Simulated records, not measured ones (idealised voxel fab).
Module name: voxel released beams (process module)
The figure presents cross-section cut, which has a width of 245 nm and is divided into square cells with an edge length of 5 nm.
In what follows, cross-sections appear as grids of square cells, described through bands that run from the top down, where every band is one or more rows of cells. Heads up on the band format: heights come first, top then bottom, in nm. After that it's the materials left to right, each with its width in nm. A single material flagged "throughout" fills the whole band edge to edge, and "blank" means there's empty space there. Heights are measured from 0, the level below which the as-received wafer is all one material; the lowest band has no bottom and continues downward, written as in "0 down". A width such as "30 to 40" changes by the same amount from each row of cells to the next, from the band's top row to its bottom row. When a step is marked "no modification", none of the cells in the cross-section changed during that step. Entry "Cavities, closed". Content: empty spaces with no open connection to the top, size 8 cells or greater. Each: width x height at distance. Distance: from left edge. Unit: nm. On a step's line, text after the settings is the simulator commenting on that step. If you see "overlay nm" on a step's line and that step has a mask, it's telling you how far right of where it was planned the mask ended up; a negative number means it went left instead.

These are the steps we planned for the process
- 1: RECEIVE (material Si)
- 2: CONFORMAL_DEP (material Al2O3; thk nm 10)
- 3: DIRECTIONAL_DEP (material SiO2; thk nm 15)
- 4: PATTERN (tone open; mask id ANCHOR; material resist; width nm 35; thk nm 15; overlay nm 0)
- 5: DIRECTIONAL_ETCH (etch materials SiO2; depth nm 15)
- 6: STRIP (etch materials resist)
- 7: CONFORMAL_DEP (material SiN; thk nm 10)
- 8: PATTERN (tone cover; mask id BEAM; material resist; width nm 95; thk nm 20; overlay nm -15)
- 9: DIRECTIONAL_ETCH (etch materials SiN; depth nm 10)
- 10: STRIP (etch materials resist)
- 11: STRIP (etch materials SiO2)
Be aware that, although all wafers share a common starting state, the overlay nm at step 8 differs among them, and the plan displays the first wafer's value.

Cross-section: the first of several wafers in its as-received state, i.e. following step 1
    0 down = Si throughout
    Cavities, closed: none

Depicted here is the first of several wafers in cross-section, at module completion following the last step, step 11
    35 to 25 = 55 nm blank, 30 nm SiN, 15 nm blank, 50 nm SiN, 95 nm blank
    25 to 20 = 75 nm blank, 10 nm SiN, 15 nm blank, 10 nm SiN, 135 nm blank
    20 to 10 = 75 nm blank, 35 nm SiN, 135 nm blank
    10 to 0 = Al2O3 throughout
    0 down = Si throughout
    Cavities, closed: none

Cross-sectional view, end of module, last wafer of several
    35 to 25 = 100 nm blank, 80 nm SiN, 65 nm blank
    25 to 20 = 75 nm blank, 10 nm SiN, 15 nm blank, 10 nm SiN, 135 nm blank
    20 to 10 = 75 nm blank, 35 nm SiN, 135 nm blank
    10 to 0 = Al2O3 throughout
    0 down = Si throughout
    Cavities, closed: none

Basically each wafer gets a line in the table, showing it at the end of the module: material by material, the cells it gained (+) or lost (-) since we got it, then its closed voids
overlay nm -15; +98 Al2O3; +50 SiN; Cavities, closed: none
overlay nm -10; +98 Al2O3; +50 SiN; Cavities, closed: none
overlay nm -5; +98 Al2O3; +50 SiN; Cavities, closed: none
overlay nm 0; +98 Al2O3; +50 SiN; Cavities, closed: none
overlay nm 5; +98 Al2O3; +50 SiN; Cavities, closed: none
overlay nm 10; +98 Al2O3; +50 SiN; Cavities, closed: none
overlay nm 15; +98 Al2O3; +50 SiN; Cavities, closed: none
